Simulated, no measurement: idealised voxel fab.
A process module follows: voxel air gaps.
The cross-section on display is named cut; it measures 170 nm wide, and its cells are 5 nm squares.
Reading order for cross-sections: top band down to bottom band. Underlying form: a grid of square cells. Band size: one or more rows of cells. Quick guide to a band line: top height, bottom height (nm) up front; then every material left to right with its width in nm. Only one material and it's marked "full width"? Then it fills the band edge to edge. And "air" just means empty space. All heights in this document are referenced to 0, defined as the level beneath which the wafer, as received, consists entirely of one material. The lowest band is not bounded below; it extends indefinitely downward and is written in the form "0 and below". It should be noted that a width expressed as "30->40" varies in equal increments from row to row of cells within the band, taking the value of the first number at the top row and that of the second number at the bottom row. For the purposes of this document, the phrase "nothing changed" attached to a step denotes that no cell within the cross-section was modified by that step. "Enclosed cavity list" means: voids of 8 cells or more that are shut off from the top with no open way through. Written width x height at distance, distance from the left edge, in nm. If you see something after the settings on a step's line, that's the simulator's own remark about that step. The setting "overlay nm" may be written on the line of a step. When the step uses a mask, the value reports how far to the right of the planned place the mask lay, and a negative value reports that it lay to the left. Guide to the pairs. Each holds a before and an after cross-section around one process step; the after cross-section is cut off at the lowest band that changed. Look under the pair for the step between them and its settings. Pairs can come from different runs of this module on the same starting wafer, so a pair follows on from the one above it only where its entry headed "Before step" says it does.

Before step
> 0 and below: Si full width
> Enclosed cavity list: none

Post-Step Section View
> 15 down to 0: SiO2 full width
> Heights below 0 show no change.
> Enclosed cavity list: none
Processing between the before and after sections above: CONFORMAL_DEP | material SiO2 | thk nm 15

Before step: as in the pair right above, post-step view.

Post-Step Section View
> 20 down to 15: SiCN full width
> Heights below 15 show no change.
> Enclosed cavity list: none
Processing between the before and after sections above: CONFORMAL_DEP | material SiCN | thk nm 5

Before step: as in the pair right above, post-step view.

Post-Step Section View
> 55 down to 20: lowk full width
> Heights below 20 show no change.
> Enclosed cavity list: none
Processing between the before and after sections above: DIRECTIONAL_DEP | material lowk | thk nm 35

Before step: as in the pair right above, post-step view.

Post-Step Section View
> 55 down to 20: lowk: 25; air: 20; lowk: 30; air: 20; lowk: 30; air: 20; lowk: 25
> Heights below 20 show no change.
> Enclosed cavity list: none
Processing between the before and after sections above: MASKED_ETCH | tone open | mask id LINES | width nm 20 | pitch nm 50 | etch materials lowk | depth nm 35 | overlay nm 0

Before step: as in the pair right above, post-step view.

Post-Step Section View
> 60 down to 55: TiN: 30; air: 10; TiN: 40; air: 10; TiN: 40; air: 10; TiN: 30
> 55 down to 25: lowk: 25; TiN: 5; air: 10; TiN: 5; lowk: 30; TiN: 5; air: 10; TiN: 5; lowk: 30; TiN: 5; air: 10; TiN: 5; lowk: 25
> 25 down to 20: lowk: 25; TiN: 20; lowk: 30; TiN: 20; lowk: 30; TiN: 20; lowk: 25
> Heights below 20 show no change.
> Enclosed cavity list: none
Processing between the before and after sections above: CONFORMAL_DEP | material TiN | thk nm 5

Before step: as in the pair right above, post-step view.

Post-Step Section View
> 65 down to 60: Ru full width
> 60 down to 55: TiN: 30; Ru: 10; TiN: 40; Ru: 10; TiN: 40; Ru: 10; TiN: 30
> 55 down to 25: lowk: 25; TiN: 5; Ru: 10; TiN: 5; lowk: 30; TiN: 5; Ru: 10; TiN: 5; lowk: 30; TiN: 5; Ru: 10; TiN: 5; lowk: 25
> Heights below 25 show no change.
> Enclosed cavity list: none
Processing between the before and after sections above: FILL_DEP | material Ru | thk nm 5

Before step: as in the pair right above, post-step view.

Post-Step Section View
> 55 down to 25: lowk: 25; TiN: 5; Ru: 10; TiN: 5; lowk: 30; TiN: 5; Ru: 10; TiN: 5; lowk: 30; TiN: 5; Ru: 10; TiN: 5; lowk: 25
> Heights below 25 show no change.
> Enclosed cavity list: none
Processing between the before and after sections above: CMP | height nm 55

Before step: as in the pair right above, post-step view.

Post-Step Section View
> 65 down to 55: air: 15; Ru: 40; air: 10; Ru: 40; air: 10; Ru: 40; air: 15
> Heights below 55 show no change.
> Enclosed cavity list: none
Processing between the before and after sections above: EPI | material Ru | thk nm 10

Before step: as in the pair right above, post-step view.

Post-Step Section View
> 65 down to 55: air: 15; Ru: 40; air: 10; Ru: 40; air: 10; Ru: 40; air: 15
> 55 down to 25: air: 25; TiN: 5; Ru: 10; TiN: 5; air: 30; TiN: 5; Ru: 10; TiN: 5; air: 30; TiN: 5; Ru: 10; TiN: 5; air: 25
> 25 down to 20: air: 25; TiN: 20; air: 30; TiN: 20; air: 30; TiN: 20; air: 25
> Heights below 20 show no change.
> Enclosed cavity list: none
Processing between the before and after sections above: SELECTIVE_ETCH | etch materials lowk | depth nm 45

Before step: as in the pair right above, post-step view.

Post-Step Section View
> 70 down to 65: air: 10; SiCN: 150; air: 10
> 65 down to 55: air: 10; SiCN: 5; Ru: 40; SiCN: 10; Ru: 40; SiCN: 10; Ru: 40; SiCN: 5; air: 10
> 55 down to 50: air: 10; SiCN: 15; TiN: 5; Ru: 10; TiN: 5; SiCN: 30; TiN: 5; Ru: 10; TiN: 5; SiCN: 30; TiN: 5; Ru: 10; TiN: 5; SiCN: 15; air: 10
> 50 down to 25: air: 20; SiCN: 5; TiN: 5; Ru: 10; TiN: 5; SiCN: 5; air: 20; SiCN: 5; TiN: 5; Ru: 10; TiN: 5; SiCN: 5; air: 20; SiCN: 5; TiN: 5; Ru: 10; TiN: 5; SiCN: 5; air: 20
> 25 down to 20: SiCN: 25; TiN: 20; SiCN: 30; TiN: 20; SiCN: 30; TiN: 20; SiCN: 25
> Heights below 20 show no change.
> Enclosed cavity list: 20 x 25 at 50; 20 x 25 at 100
Processing between the before and after sections above: CONFORMAL_DEP | material SiCN | thk nm 5

Before step
> 15 down to 0: SiO2 full width
> 0 and below: Si full width
> Enclosed cavity list: none

Post-Step Section View
> 50 down to 15: lowk full width
> Heights below 15 show no change.
> Enclosed cavity list: none
Processing between the before and after sections above: DIRECTIONAL_DEP | material lowk | thk nm 35

Before step: as in the pair right above, post-step view.

Post-Step Section View
> 50 down to 15: lowk: 25; air: 20; lowk: 30; air: 20; lowk: 30; air: 20; lowk: 25
> Heights below 15 show no change.
> Enclosed cavity list: none
Processing between the before and after sections above: MASKED_ETCH | tone open | mask id LINES | width nm 20 | pitch nm 50 | etch materials lowk | depth nm 35 | overlay nm 0

Before step: as in the pair right above, post-step view.

Post-Step Section View
> 55 down to 50: TiN: 30; air: 10; TiN: 40; air: 10; TiN: 40; air: 10; TiN: 30
> 50 down to 20: lowk: 25; TiN: 5; air: 10; TiN: 5; lowk: 30; TiN: 5; air: 10; TiN: 5; lowk: 30; TiN: 5; air: 10; TiN: 5; lowk: 25
> 20 down to 15: lowk: 25; TiN: 20; lowk: 30; TiN: 20; lowk: 30; TiN: 20; lowk: 25
> Heights below 15 show no change.
> Enclosed cavity list: none
Processing between the before and after sections above: CONFORMAL_DEP | material TiN | thk nm 5

Before step: as in the pair right above, post-step view.

Post-Step Section View
> 60 down to 55: Ru full width
> 55 down to 50: TiN: 30; Ru: 10; TiN: 40; Ru: 10; TiN: 40; Ru: 10; TiN: 30
> 50 down to 20: lowk: 25; TiN: 5; Ru: 10; TiN: 5; lowk: 30; TiN: 5; Ru: 10; TiN: 5; lowk: 30; TiN: 5; Ru: 10; TiN: 5; lowk: 25
> Heights below 20 show no change.
> Enclosed cavity list: none
Processing between the before and after sections above: FILL_DEP | material Ru | thk nm 5

Before step: as in the pair right above, post-step view.

Post-Step Section View
> 55 down to 50: TiN: 30; Ru: 10; TiN: 40; Ru: 10; TiN: 40; Ru: 10; TiN: 30
> Heights below 50 show no change.
> Enclosed cavity list: none
Processing between the before and after sections above: CMP | height nm 55

Before step: as in the pair right above, post-step view.

Post-Step Section View
> 65 down to 55: Ru full width
> Heights below 55 show no change.
> Enclosed cavity list: none
Processing between the before and after sections above: EPI | material Ru | thk nm 10

Before step: as in the pair right above, post-step view.

Post-Step Section View
> 70 down to 65: SiCN full width
> Heights below 65 show no change.
> Enclosed cavity list: none
Processing between the before and after sections above: CONFORMAL_DEP | material SiCN | thk nm 5

Before step
> 65 down to 55: air: 15; Ru: 40; air: 10; Ru: 40; air: 10; Ru: 40; air: 15
> 55 down to 25: lowk: 25; TiN: 5; Ru: 10; TiN: 5; lowk: 30; TiN: 5; Ru: 10; TiN: 5; lowk: 30; TiN: 5; Ru: 10; TiN: 5; lowk: 25
> 25 down to 20: lowk: 25; TiN: 20; lowk: 30; TiN: 20; lowk: 30; TiN: 20; lowk: 25
> 20 down to 15: SiCN full width
> 15 down to 0: SiO2 full width
> 0 and below: Si full width
> Enclosed cavity list: none

Post-Step Section View
> 75 down to 55: air: 5; Ru: 160; air: 5
> Heights below 55 show no change.
> Enclosed cavity list: none
Processing between the before and after sections above: EPI | material Ru | thk nm 10

Before step: as in the pair right above, post-step view.

Post-Step Section View
> 75 down to 55: air: 5; Ru: 160; air: 5
> 55 down to 25: air: 25; TiN: 5; Ru: 10; TiN: 5; lowk: 30; TiN: 5; Ru: 10; TiN: 5; lowk: 30; TiN: 5; Ru: 10; TiN: 5; air: 25
> 25 down to 20: air: 25; TiN: 20; lowk: 30; TiN: 20; lowk: 30; TiN: 20; air: 25
> Heights below 20 show no change.
> Enclosed cavity list: none
Processing between the before and after sections above: SELECTIVE_ETCH | etch materials lowk | depth nm 45

Before step: as in the pair right above, post-step view.

Post-Step Section View
> 80 down to 75: SiCN full width
> 75 down to 55: SiCN: 5; Ru: 160; SiCN: 5
> 55 down to 50: SiCN: 25; TiN: 5; Ru: 10; TiN: 5; lowk: 30; TiN: 5; Ru: 10; TiN: 5; lowk: 30; TiN: 5; Ru: 10; TiN: 5; SiCN: 25
> 50 down to 25: air: 20; SiCN: 5; TiN: 5; Ru: 10; TiN: 5; lowk: 30; TiN: 5; Ru: 10; TiN: 5; lowk: 30; TiN: 5; Ru: 10; TiN: 5; SiCN: 5; air: 20
> 25 down to 20: SiCN: 25; TiN: 20; lowk: 30; TiN: 20; lowk: 30; TiN: 20; SiCN: 25
> Heights below 20 show no change.
> Enclosed cavity list: 20 x 25 at 0; 20 x 25 at 150
Processing between the before and after sections above: CONFORMAL_DEP | material SiCN | thk nm 5

Before step
> 50 down to 15: lowk full width
> 15 down to 0: SiO2 full width
> 0 and below: Si full width
> Enclosed cavity list: none

Post-Step Section View
> 55 down to 50: SiCN full width
> Heights below 50 show no change.
> Enclosed cavity list: none
Processing between the before and after sections above: CONFORMAL_DEP | material SiCN | thk nm 5

Before step: as in the pair right above, post-step view.

Post-Step Section View
> 60 down to 55: TiN full width
> Heights below 55 show no change.
> Enclosed cavity list: none
Processing between the before and after sections above: CONFORMAL_DEP | material TiN | thk nm 5

Before step: as in the pair right above, post-step view.

Post-Step Section View
> 65 down to 60: Ru full width
> Heights below 60 show no change.
> Enclosed cavity list: none
Processing between the before and after sections above: FILL_DEP | material Ru | thk nm 5

Before step: as in the pair right above, post-step view.

Post-Step Section View
> 55 down to 50: SiCN full width
> Heights below 50 show no change.
> Enclosed cavity list: none
Processing between the before and after sections above: CMP | height nm 55

Before step: as in the pair right above, post-step view.

Post-Step Section View
> 60 down to 50: SiCN full width
> Heights below 50 show no change.
> Enclosed cavity list: none
Processing between the before and after sections above: CONFORMAL_DEP | material SiCN | thk nm 5

Before step
> 65 down to 60: Ru full width
> 60 down to 55: TiN: 30; Ru: 10; TiN: 40; Ru: 10; TiN: 40; Ru: 10; TiN: 30
> 55 down to 25: lowk: 25; TiN: 5; Ru: 10; TiN: 5; lowk: 30; TiN: 5; Ru: 10; TiN: 5; lowk: 30; TiN: 5; Ru: 10; TiN: 5; lowk: 25
> 25 down to 20: lowk: 25; TiN: 20; lowk: 30; TiN: 20; lowk: 30; TiN: 20; lowk: 25
> 20 down to 15: SiCN full width
> 15 down to 0: SiO2 full width
> 0 and below: Si full width
> Enclosed cavity list: none

Post-Step Section View
> 50 down to 25: lowk: 25; TiN: 5; Ru: 10; TiN: 5; lowk: 30; TiN: 5; Ru: 10; TiN: 5; lowk: 30; TiN: 5; Ru: 10; TiN: 5; lowk: 25
> Heights below 25 show no change.
> Enclosed cavity list: none
Processing between the before and after sections above: CMP | height nm 50

Before step: as in the pair right above, post-step view.

Post-Step Section View
> 60 down to 50: air: 15; Ru: 40; air: 10; Ru: 40; air: 10; Ru: 40; air: 15
> Heights below 50 show no change.
> Enclosed cavity list: none
Processing between the before and after sections above: EPI | material Ru | thk nm 10

Before step: as in the pair right above, post-step view.

Post-Step Section View
> 60 down to 50: air: 15; Ru: 40; air: 10; Ru: 40; air: 10; Ru: 40; air: 15
> 50 down to 25: air: 25; TiN: 5; Ru: 10; TiN: 5; air: 30; TiN: 5; Ru: 10; TiN: 5; air: 30; TiN: 5; Ru: 10; TiN: 5; air: 25
> 25 down to 20: air: 25; TiN: 20; air: 30; TiN: 20; air: 30; TiN: 20; air: 25
> Heights below 20 show no change.
> Enclosed cavity list: none
Processing between the before and after sections above: SELECTIVE_ETCH | etch materials lowk | depth nm 45

Before step: as in the pair right above, post-step view.

Post-Step Section View
> 65 down to 60: air: 10; SiCN: 150; air: 10
> 60 down to 50: air: 10; SiCN: 5; Ru: 40; SiCN: 10; Ru: 40; SiCN: 10; Ru: 40; SiCN: 5; air: 10
> 50 down to 45: air: 10; SiCN: 15; TiN: 5; Ru: 10; TiN: 5; SiCN: 30; TiN: 5; Ru: 10; TiN: 5; SiCN: 30; TiN: 5; Ru: 10; TiN: 5; SiCN: 15; air: 10
> 45 down to 25: air: 20; SiCN: 5; TiN: 5; Ru: 10; TiN: 5; SiCN: 5; air: 20; SiCN: 5; TiN: 5; Ru: 10; TiN: 5; SiCN: 5; air: 20; SiCN: 5; TiN: 5; Ru: 10; TiN: 5; SiCN: 5; air: 20
> 25 down to 20: SiCN: 25; TiN: 20; SiCN: 30; TiN: 20; SiCN: 30; TiN: 20; SiCN: 25
> Heights below 20 show no change.
> Enclosed cavity list: 20 x 20 at 50; 20 x 20 at 100
Processing between the before and after sections above: CONFORMAL_DEP | material SiCN | thk nm 5

Before step
> 55 down to 20: lowk full width
> 20 down to 15: SiCN full width
> 15 down to 0: SiO2 full width
> 0 and below: Si full width
> Enclosed cavity list: none

Post-Step Section View
> 55 down to 20: lowk: 25; air: 25; lowk: 25; air: 25; lowk: 25; air: 25; lowk: 20
> Heights below 20 show no change.
> Enclosed cavity list: none
Processing between the before and after sections above: MASKED_ETCH | tone open | mask id LINES | width nm 25 | pitch nm 50 | etch materials lowk | depth nm 35 | overlay nm 0

Before step: as in the pair right above, post-step view.

Post-Step Section View
> 60 down to 55: TiN: 30; air: 15; TiN: 35; air: 15; TiN: 35; air: 15; TiN: 25
> 55 down to 25: lowk: 25; TiN: 5; air: 15; TiN: 5; lowk: 25; TiN: 5; air: 15; TiN: 5; lowk: 25; TiN: 5; air: 15; TiN: 5; lowk: 20
> 25 down to 20: lowk: 25; TiN: 25; lowk: 25; TiN: 25; lowk: 25; TiN: 25; lowk: 20
> Heights below 20 show no change.
> Enclosed cavity list: none
Processing between the before and after sections above: CONFORMAL_DEP | material TiN | thk nm 5

Before step: as in the pair right above, post-step view.

Post-Step Section View
> 65 down to 60: Ru full width
> 60 down to 55: TiN: 30; Ru: 15; TiN: 35; Ru: 15; TiN: 35; Ru: 15; TiN: 25
> 55 down to 25: lowk: 25; TiN: 5; Ru: 15; TiN: 5; lowk: 25; TiN: 5; Ru: 15; TiN: 5; lowk: 25; TiN: 5; Ru: 15; TiN: 5; lowk: 20
> Heights below 25 show no change.
> Enclosed cavity list: none
Processing between the before and after sections above: FILL_DEP | material Ru | thk nm 5

Before step: as in the pair right above, post-step view.

Post-Step Section View
> 55 down to 25: lowk: 25; TiN: 5; Ru: 15; TiN: 5; lowk: 25; TiN: 5; Ru: 15; TiN: 5; lowk: 25; TiN: 5; Ru: 15; TiN: 5; lowk: 20
> Heights below 25 show no change.
> Enclosed cavity list: none
Processing between the before and after sections above: CMP | height nm 55

Before step: as in the pair right above, post-step view.

Post-Step Section View
> 65 down to 55: air: 15; Ru: 45; air: 5; Ru: 45; air: 5; Ru: 45; air: 10
> Heights below 55 show no change.
> Enclosed cavity list: none
Processing between the before and after sections above: EPI | material Ru | thk nm 10

Before step: as in the pair right above, post-step view.

Post-Step Section View
> 65 down to 55: air: 15; Ru: 45; air: 5; Ru: 45; air: 5; Ru: 45; air: 10
> 55 down to 25: air: 25; TiN: 5; Ru: 15; TiN: 5; air: 25; TiN: 5; Ru: 15; TiN: 5; air: 25; TiN: 5; Ru: 15; TiN: 5; air: 20
> 25 down to 20: air: 25; TiN: 25; air: 25; TiN: 25; air: 25; TiN: 25; air: 20
> Heights below 20 show no change.
> Enclosed cavity list: none
Processing between the before and after sections above: SELECTIVE_ETCH | etch materials lowk | depth nm 45

Before step: as in the pair right above, post-step view.

Post-Step Section View
> 70 down to 65: air: 10; SiCN: 155; air: 5
> 65 down to 55: air: 10; SiCN: 5; Ru: 45; SiCN: 5; Ru: 45; SiCN: 5; Ru: 45; SiCN: 5; air: 5
> 55 down to 50: air: 10; SiCN: 15; TiN: 5; Ru: 15; TiN: 5; SiCN: 25; TiN: 5; Ru: 15; TiN: 5; SiCN: 25; TiN: 5; Ru: 15; TiN: 5; SiCN: 15; air: 5
> 50 down to 25: air: 20; SiCN: 5; TiN: 5; Ru: 15; TiN: 5; SiCN: 5; air: 15; SiCN: 5; TiN: 5; Ru: 15; TiN: 5; SiCN: 5; air: 15; SiCN: 5; TiN: 5; Ru: 15; TiN: 5; SiCN: 5; air: 15
> 25 down to 20: SiCN: 25; TiN: 25; SiCN: 25; TiN: 25; SiCN: 25; TiN: 25; SiCN: 20
> Heights below 20 show no change.
> Enclosed cavity list: 15 x 25 at 55; 15 x 25 at 105
Processing between the before and after sections above: CONFORMAL_DEP | material SiCN | thk nm 5

Before step
> 55 down to 20: lowk full width
> 20 down to 15: SiCN full width
> 15 down to 0: SiO2 full width
> 0 and below: Si full width
> Enclosed cavity list: none

Post-Step Section View
> 55 down to 20: lowk: 35; air: 20; lowk: 30; air: 20; lowk: 30; air: 20; lowk: 15
> Heights below 20 show no change.
> Enclosed cavity list: none
Processing between the before and after sections above: MASKED_ETCH | tone open | mask id LINES | width nm 20 | pitch nm 50 | etch materials lowk | depth nm 35 | overlay nm 10

Before step: as in the pair right above, post-step view.

Post-Step Section View
> 60 down to 55: TiN: 40; air: 10; TiN: 40; air: 10; TiN: 40; air: 10; TiN: 20
> 55 down to 25: lowk: 35; TiN: 5; air: 10; TiN: 5; lowk: 30; TiN: 5; air: 10; TiN: 5; lowk: 30; TiN: 5; air: 10; TiN: 5; lowk: 15
> 25 down to 20: lowk: 35; TiN: 20; lowk: 30; TiN: 20; lowk: 30; TiN: 20; lowk: 15
> Heights below 20 show no change.
> Enclosed cavity list: none
Processing between the before and after sections above: CONFORMAL_DEP | material TiN | thk nm 5

Before step: as in the pair right above, post-step view.

Post-Step Section View
> 65 down to 60: Ru full width
> 60 down to 55: TiN: 40; Ru: 10; TiN: 40; Ru: 10; TiN: 40; Ru: 10; TiN: 20
> 55 down to 25: lowk: 35; TiN: 5; Ru: 10; TiN: 5; lowk: 30; TiN: 5; Ru: 10; TiN: 5; lowk: 30; TiN: 5; Ru: 10; TiN: 5; lowk: 15
> Heights below 25 show no change.
> Enclosed cavity list: none
Processing between the before and after sections above: FILL_DEP | material Ru | thk nm 5

Before step: as in the pair right above, post-step view.

Post-Step Section View
> 55 down to 25: lowk: 35; TiN: 5; Ru: 10; TiN: 5; lowk: 30; TiN: 5; Ru: 10; TiN: 5; lowk: 30; TiN: 5; Ru: 10; TiN: 5; lowk: 15
> Heights below 25 show no change.
> Enclosed cavity list: none
Processing between the before and after sections above: CMP | height nm 55

Before step: as in the pair right above, post-step view.

Post-Step Section View
> 65 down to 55: air: 25; Ru: 40; air: 10; Ru: 40; air: 10; Ru: 40; air: 5
> Heights below 55 show no change.
> Enclosed cavity list: none
Processing between the before and after sections above: EPI | material Ru | thk nm 10

Before step: as in the pair right above, post-step view.

Post-Step Section View
> 65 down to 55: air: 25; Ru: 40; air: 10; Ru: 40; air: 10; Ru: 40; air: 5
> 55 down to 25: air: 35; TiN: 5; Ru: 10; TiN: 5; air: 30; TiN: 5; Ru: 10; TiN: 5; air: 30; TiN: 5; Ru: 10; TiN: 5; air: 15
> 25 down to 20: air: 35; TiN: 20; air: 30; TiN: 20; air: 30; TiN: 20; air: 15
> Heights below 20 show no change.
> Enclosed cavity list: none
Processing between the before and after sections above: SELECTIVE_ETCH | etch materials lowk | depth nm 45

Before step: as in the pair right above, post-step view.

Post-Step Section View
> 70 down to 65: air: 20; SiCN: 150
> 65 down to 55: air: 20; SiCN: 5; Ru: 40; SiCN: 10; Ru: 40; SiCN: 10; Ru: 40; SiCN: 5
> 55 down to 50: air: 20; SiCN: 15; TiN: 5; Ru: 10; TiN: 5; SiCN: 30; TiN: 5; Ru: 10; TiN: 5; SiCN: 30; TiN: 5; Ru: 10; TiN: 5; SiCN: 15
> 50 down to 25: air: 30; SiCN: 5; TiN: 5; Ru: 10; TiN: 5; SiCN: 5; air: 20; SiCN: 5; TiN: 5; Ru: 10; TiN: 5; SiCN: 5; air: 20; SiCN: 5; TiN: 5; Ru: 10; TiN: 5; SiCN: 5; air: 10
> 25 down to 20: SiCN: 35; TiN: 20; SiCN: 30; TiN: 20; SiCN: 30; TiN: 20; SiCN: 15
> Heights below 20 show no change.
> Enclosed cavity list: 20 x 25 at 60; 20 x 25 at 110; 10 x 25 at 160
Processing between the before and after sections above: CONFORMAL_DEP | material SiCN | thk nm 5

Before step
> 15 down to 0: SiO2 full width
> 0 and below: Si full width
> Enclosed cavity list: none

Post-Step Section View
> 20 down to 15: TiN full width
> Heights below 15 show no change.
> Enclosed cavity list: none
Processing between the before and after sections above: CONFORMAL_DEP | material TiN | thk nm 5

Before step: as in the pair right above, post-step view.

Post-Step Section View
> 55 down to 20: lowk full width
> Heights below 20 show no change.
> Enclosed cavity list: none
Processing between the before and after sections above: DIRECTIONAL_DEP | material lowk | thk nm 35

Before step: as in the pair right above, post-step view.

Post-Step Section View
> 55 down to 20: lowk: 25; air: 20; lowk: 30; air: 20; lowk: 30; air: 20; lowk: 25
> Heights below 20 show no change.
> Enclosed cavity list: none
Processing between the before and after sections above: MASKED_ETCH | tone open | mask id LINES | width nm 20 | pitch nm 50 | etch materials lowk | depth nm 35 | overlay nm 0

Before step: as in the pair right above, post-step view.

Post-Step Section View
> 60 down to 55: TiN: 30; air: 10; TiN: 40; air: 10; TiN: 40; air: 10; TiN: 30
> 55 down to 25: lowk: 25; TiN: 5; air: 10; TiN: 5; lowk: 30; TiN: 5; air: 10; TiN: 5; lowk: 30; TiN: 5; air: 10; TiN: 5; lowk: 25
> 25 down to 20: lowk: 25; TiN: 20; lowk: 30; TiN: 20; lowk: 30; TiN: 20; lowk: 25
> Heights below 20 show no change.
> Enclosed cavity list: none
Processing between the before and after sections above: CONFORMAL_DEP | material TiN | thk nm 5

Before step: as in the pair right above, post-step view.

Post-Step Section View
> 65 down to 60: Ru full width
> 60 down to 55: TiN: 30; Ru: 10; TiN: 40; Ru: 10; TiN: 40; Ru: 10; TiN: 30
> 55 down to 25: lowk: 25; TiN: 5; Ru: 10; TiN: 5; lowk: 30; TiN: 5; Ru: 10; TiN: 5; lowk: 30; TiN: 5; Ru: 10; TiN: 5; lowk: 25
> Heights below 25 show no change.
> Enclosed cavity list: none
Processing between the before and after sections above: FILL_DEP | material Ru | thk nm 5

Before step: as in the pair right above, post-step view.

Post-Step Section View
> 55 down to 25: lowk: 25; TiN: 5; Ru: 10; TiN: 5; lowk: 30; TiN: 5; Ru: 10; TiN: 5; lowk: 30; TiN: 5; Ru: 10; TiN: 5; lowk: 25
> Heights below 25 show no change.
> Enclosed cavity list: none
Processing between the before and after sections above: CMP | height nm 55

Before step: as in the pair right above, post-step view.

Post-Step Section View
> 65 down to 55: air: 15; Ru: 40; air: 10; Ru: 40; air: 10; Ru: 40; air: 15
> Heights below 55 show no change.
> Enclosed cavity list: none
Processing between the before and after sections above: EPI | material Ru | thk nm 10

Before step: as in the pair right above, post-step view.

Post-Step Section View
> 65 down to 55: air: 15; Ru: 40; air: 10; Ru: 40; air: 10; Ru: 40; air: 15
> 55 down to 25: air: 25; TiN: 5; Ru: 10; TiN: 5; air: 30; TiN: 5; Ru: 10; TiN: 5; air: 30; TiN: 5; Ru: 10; TiN: 5; air: 25
> 25 down to 20: air: 25; TiN: 20; air: 30; TiN: 20; air: 30; TiN: 20; air: 25
> Heights below 20 show no change.
> Enclosed cavity list: none
Processing between the before and after sections above: SELECTIVE_ETCH | etch materials lowk | depth nm 45

Before step: as in the pair right above, post-step view.

Post-Step Section View
> 70 down to 65: air: 10; SiCN: 150; air: 10
> 65 down to 55: air: 10; SiCN: 5; Ru: 40; SiCN: 10; Ru: 40; SiCN: 10; Ru: 40; SiCN: 5; air: 10
> 55 down to 50: air: 10; SiCN: 15; TiN: 5; Ru: 10; TiN: 5; SiCN: 30; TiN: 5; Ru: 10; TiN: 5; SiCN: 30; TiN: 5; Ru: 10; TiN: 5; SiCN: 15; air: 10
> 50 down to 25: air: 20; SiCN: 5; TiN: 5; Ru: 10; TiN: 5; SiCN: 5; air: 20; SiCN: 5; TiN: 5; Ru: 10; TiN: 5; SiCN: 5; air: 20; SiCN: 5; TiN: 5; Ru: 10; TiN: 5; SiCN: 5; air: 20
> 25 down to 20: SiCN: 25; TiN: 20; SiCN: 30; TiN: 20; SiCN: 30; TiN: 20; SiCN: 25
> Heights below 20 show no change.
> Enclosed cavity list: 20 x 25 at 50; 20 x 25 at 100
Processing between the before and after sections above: CONFORMAL_DEP | material SiCN | thk nm 5

Before step
> 55 down to 20: lowk full width
> 20 down to 15: SiCN full width
> 15 down to 0: SiO2 full width
> 0 and below: Si full width
> Enclosed cavity list: none

Post-Step Section View
> 55 down to 20: air: 25; lowk: 20; air: 30; lowk: 20; air: 30; lowk: 20; air: 25
> Heights below 20 show no change.
> Enclosed cavity list: none
Processing between the before and after sections above: MASKED_ETCH | tone cover | mask id LINES | width nm 20 | pitch nm 50 | etch materials lowk | depth nm 35 | overlay nm 0

Before step: as in the pair right above, post-step view.

Post-Step Section View
> 60 down to 55: air: 20; TiN: 30; air: 20; TiN: 30; air: 20; TiN: 30; air: 20
> 55 down to 25: air: 20; TiN: 5; lowk: 20; TiN: 5; air: 20; TiN: 5; lowk: 20; TiN: 5; air: 20; TiN: 5; lowk: 20; TiN: 5; air: 20
> 25 down to 20: TiN: 25; lowk: 20; TiN: 30; lowk: 20; TiN: 30; lowk: 20; TiN: 25
> Heights below 20 show no change.
> Enclosed cavity list: none
Processing between the before and after sections above: CONFORMAL_DEP | material TiN | thk nm 5

Before step: as in the pair right above, post-step view.

Post-Step Section View
> 65 down to 60: Ru full width
> 60 down to 55: Ru: 20; TiN: 30; Ru: 20; TiN: 30; Ru: 20; TiN: 30; Ru: 20
> 55 down to 25: Ru: 20; TiN: 5; lowk: 20; TiN: 5; Ru: 20; TiN: 5; lowk: 20; TiN: 5; Ru: 20; TiN: 5; lowk: 20; TiN: 5; Ru: 20
> Heights below 25 show no change.
> Enclosed cavity list: none
Processing between the before and after sections above: FILL_DEP | material Ru | thk nm 5

Before step: as in the pair right above, post-step view.

Post-Step Section View
> 55 down to 25: Ru: 20; TiN: 5; lowk: 20; TiN: 5; Ru: 20; TiN: 5; lowk: 20; TiN: 5; Ru: 20; TiN: 5; lowk: 20; TiN: 5; Ru: 20
> Heights below 25 show no change.
> Enclosed cavity list: none
Processing between the before and after sections above: CMP | height nm 55

Before step: as in the pair right above, post-step view.

Post-Step Section View
> 65 down to 55: Ru full width
> Heights below 55 show no change.
> Enclosed cavity list: none
Processing between the before and after sections above: EPI | material Ru | thk nm 10

Before step: as in the pair right above, post-step view.

Post-Step Section View
> 70 down to 65: SiCN full width
> Heights below 65 show no change.
> Enclosed cavity list: none
Processing between the before and after sections above: CONFORMAL_DEP | material SiCN | thk nm 5
